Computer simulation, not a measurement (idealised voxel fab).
You're looking at the process module voxel spacer lines.
Xsec cut, 175 nm wide, square cell size 5 nm.
Throughout this document, each cross-section is represented as a grid of square cells and is presented as a sequence of bands enumerated from the top downward, where a band comprises one or more rows of cells. This entry defines a band. It first specifies the height of the band's top and the height of its bottom in nm, and then specifies the band's materials from left to right, stating each material with its width in nm. The word "all across" identifies a single material that fills the band from edge to edge, while the word "empty" identifies empty space. Convention: height 0 is the level below which the wafer, as received, is all one material. The lowest band does not terminate at the bottom but continues downward, represented as "0 nm and below". Width: "30 to 40" (first number = top row, second number = bottom row, same change from row to row of cells). Take "left unchanged" at face value: in the step it is given for, the cross-section changed in none of its cells. The entry titled "Enclosed void listing" provides the empty spaces that have no open way to the top, restricted to those of 8 cells or more. Each is presented as width x height at distance, the distance being measured from the left edge, with all three in nm. Text after the settings on a step's line: the simulator's own remark on that step. overlay nm: for a step with a mask, the amount by which the mask lay right of where it was planned; a negative amount means left of it.
[The process steps that were planned are listed below]
1 op RECEIVE | material Si
2 op CONFORMAL_DEP | material Al2O3 | thk nm 5
3 op DIRECTIONAL_DEP | material TiN | thk nm 20
4 op DIRECTIONAL_DEP | material aC | thk nm 30
5 op PATTERN | tone cover | mask id MANDREL | material resist | width nm 20 | pitch nm 60 | thk nm 40 | overlay nm 0
6 op DIRECTIONAL_ETCH | etch materials aC | depth nm 30
7 op STRIP | etch materials resist
8 op CONFORMAL_DEP | material SiO2 | thk nm 10
9 op DIRECTIONAL_ETCH | etch materials SiO2 | depth nm 10
10 op STRIP | etch materials aC
11 op DIRECTIONAL_ETCH | etch materials TiN | depth nm 20
12 op STRIP | etch materials SiO2
[Wafer cross-section on receipt, i.e. after step 1]
	0 nm and below: Si all across
	Enclosed void listing: none
[Figure: cross-sectional view of the wafer upon completion of the module, processed from the initial state and according to the plan depicted above, with one error introduced during execution]
	25 nm to 5 nm: empty=10 / TiN=10 / empty=20 / TiN=10 / empty=20 / TiN=10 / empty=20 / TiN=10 / empty=20 / TiN=10 / empty=20 / TiN=10 / empty=5
	5 nm to 0 nm: Al2O3 all across
	0 nm and below: Si all across
	Enclosed void listing: none
what went wrong: step 5 changed vs plan, executed as op PATTERN | tone cover | mask id MANDREL | material resist | width nm 20 | pitch nm 60 | thk nm 40 | overlay nm 5
